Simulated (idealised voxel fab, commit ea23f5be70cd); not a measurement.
Process module, titled voxel spacer lines
Pictured: cross-section cut, 270 nm wide, on a grid of 5 nm square cells.
How to read a cross-section here: the picture is a grid of square cells, written as bands going from the top down, and any band can span one or more rows of cells.
In this notation a band is specified by the heights of its top and bottom, in that order and in nm, after which its materials appear from left to right, each paired with its width in nm. The word "throughout" attached to a single material means that material fills the band from edge to edge; the word "empty" stands for empty space.
Height datum 0, below which the as-received substrate wafer is one material. Lowest band open at the bottom, running downward: "z 0 and below".
The notation "30 to 40" denotes a width that varies across the rows of cells in the band, beginning at the first number in the top row, finishing at the second number in the bottom row, and changing by an identical amount from each row to the next.
What does "no modifications" mean for a step? It means no cell of the cross-section changed in that step.
The list in "Catalogued sealed voids" covers empty spaces of 8 cells or more that cannot reach the top through any open way, and it gives each as width x height at distance; the distance is from the left edge, and width, height and distance are in nm.
Note: text after step settings on the step line = simulator remark on that step.
"overlay nm" answers the question of how far to the right of plan the mask lay on a step that has a mask, and when it is negative the answer is to the left.
-- This section lists the process steps that were planned
step 1: RECEIVE with material Si
step 2: CONFORMAL_DEP with material Al2O3, thk nm 5
step 3: DIRECTIONAL_DEP with material SiN, thk nm 15
step 4: DIRECTIONAL_DEP with material aC, thk nm 20
step 5: PATTERN with tone cover, mask id MANDREL, material resist, width nm 25, pitch nm 70, thk nm 25, overlay nm 0
step 6: DIRECTIONAL_ETCH with etch materials aC, depth nm 20
step 7: STRIP with etch materials resist
step 8: CONFORMAL_DEP with material SiO2, thk nm 10
step 9: DIRECTIONAL_ETCH with etch materials SiO2, depth nm 10
step 10: STRIP with etch materials aC
step 11: DIRECTIONAL_ETCH with etch materials SiN, depth nm 15
step 12: STRIP with etch materials SiO2
step 13: FILL_DEP with material SiO2, thk nm 10
step 14: CMP with height nm 20
-- Run as planned: first of two wafers
-- So this is the incoming wafer in cross-section - it's already been through step 1
- z 0 and below  Si throughout
- Catalogued sealed voids: none
-- After step 2, in cross-section
- z 5 to 0  Al2O3 throughout
- Below a height of 0, the structure has not been altered.
-- After step 3, in cross-section
- z 20 to 5  SiN throughout
- Below a height of 5, the structure has not been altered.
-- After step 4, in cross-section
- z 40 to 20  aC throughout
- Below a height of 20, the structure has not been altered.
-- After step 5, in cross-section
- z 65 to 40  empty (50) | resist (25) | empty (45) | resist (25) | empty (45) | resist (25) | empty (55)
- Below a height of 40, the structure has not been altered.
-- After step 6, in cross-section
- z 45 to 40  empty (50) | resist (25) | empty (45) | resist (25) | empty (45) | resist (25) | empty (55)
- z 40 to 20  empty (50) | aC (25) | empty (45) | aC (25) | empty (45) | aC (25) | empty (55)
- Below a height of 20, the structure has not been altered.
-- After step 7, in cross-section
- z 40 to 20  empty (50) | aC (25) | empty (45) | aC (25) | empty (45) | aC (25) | empty (55)
- Below a height of 20, the structure has not been altered.
-- After step 8, in cross-section
- z 50 to 40  empty (40) | SiO2 (45) | empty (25) | SiO2 (45) | empty (25) | SiO2 (45) | empty (45)
- z 40 to 30  empty (40) | SiO2 (10) | aC (25) | SiO2 (10) | empty (25) | SiO2 (10) | aC (25) | SiO2 (10) | empty (25) | SiO2 (10) | aC (25) | SiO2 (10) | empty (45)
- z 30 to 20  SiO2 (50) | aC (25) | SiO2 (45) | aC (25) | SiO2 (45) | aC (25) | SiO2 (55)
- Below a height of 20, the structure has not been altered.
-- After step 9, in cross-section
- z 40 to 20  empty (40) | SiO2 (10) | aC (25) | SiO2 (10) | empty (25) | SiO2 (10) | aC (25) | SiO2 (10) | empty (25) | SiO2 (10) | aC (25) | SiO2 (10) | empty (45)
- Below a height of 20, the structure has not been altered.
-- After step 10, in cross-section
- z 40 to 20  empty (40) | SiO2 (10) | empty (25) | SiO2 (10) | empty (25) | SiO2 (10) | empty (25) | SiO2 (10) | empty (25) | SiO2 (10) | empty (25) | SiO2 (10) | empty (45)
- Below a height of 20, the structure has not been altered.
-- After step 11, in cross-section
- z 40 to 20  empty (40) | SiO2 (10) | empty (25) | SiO2 (10) | empty (25) | SiO2 (10) | empty (25) | SiO2 (10) | empty (25) | SiO2 (10) | empty (25) | SiO2 (10) | empty (45)
- z 20 to 5  empty (40) | SiN (10) | empty (25) | SiN (10) | empty (25) | SiN (10) | empty (25) | SiN (10) | empty (25) | SiN (10) | empty (25) | SiN (10) | empty (45)
- Below a height of 5, the structure has not been altered.
-- After step 12, in cross-section
- z 20 to 5  empty (40) | SiN (10) | empty (25) | SiN (10) | empty (25) | SiN (10) | empty (25) | SiN (10) | empty (25) | SiN (10) | empty (25) | SiN (10) | empty (45)
- Below a height of 5, the structure has not been altered.
-- After step 13, in cross-section
- z 30 to 20  SiO2 throughout
- z 20 to 5  SiO2 (40) | SiN (10) | SiO2 (25) | SiN (10) | SiO2 (25) | SiN (10) | SiO2 (25) | SiN (10) | SiO2 (25) | SiN (10) | SiO2 (25) | SiN (10) | SiO2 (45)
- Below a height of 5, the structure has not been altered.
-- After step 14, in cross-section
- z 20 to 5  SiO2 (40) | SiN (10) | SiO2 (25) | SiN (10) | SiO2 (25) | SiN (10) | SiO2 (25) | SiN (10) | SiO2 (25) | SiN (10) | SiO2 (25) | SiN (10) | SiO2 (45)
- Below a height of 5, the structure has not been altered.
-- Second wafer - shared start and plan with the first - one error in running - same as the first up to step 13 inclusive
-- Second wafer, sectioned view, at step 14's planned end time
- z 25 to 20  SiO2 throughout
- Below a height of 20, the structure has not been altered.
Which mistake was made when the wafer was run? step 14 ran with different settings than intended, the actual operation and settings being CMP with height nm 25
Count the cells at the end and the second wafer has more or fewer of some materials than the first: SiO2 +54
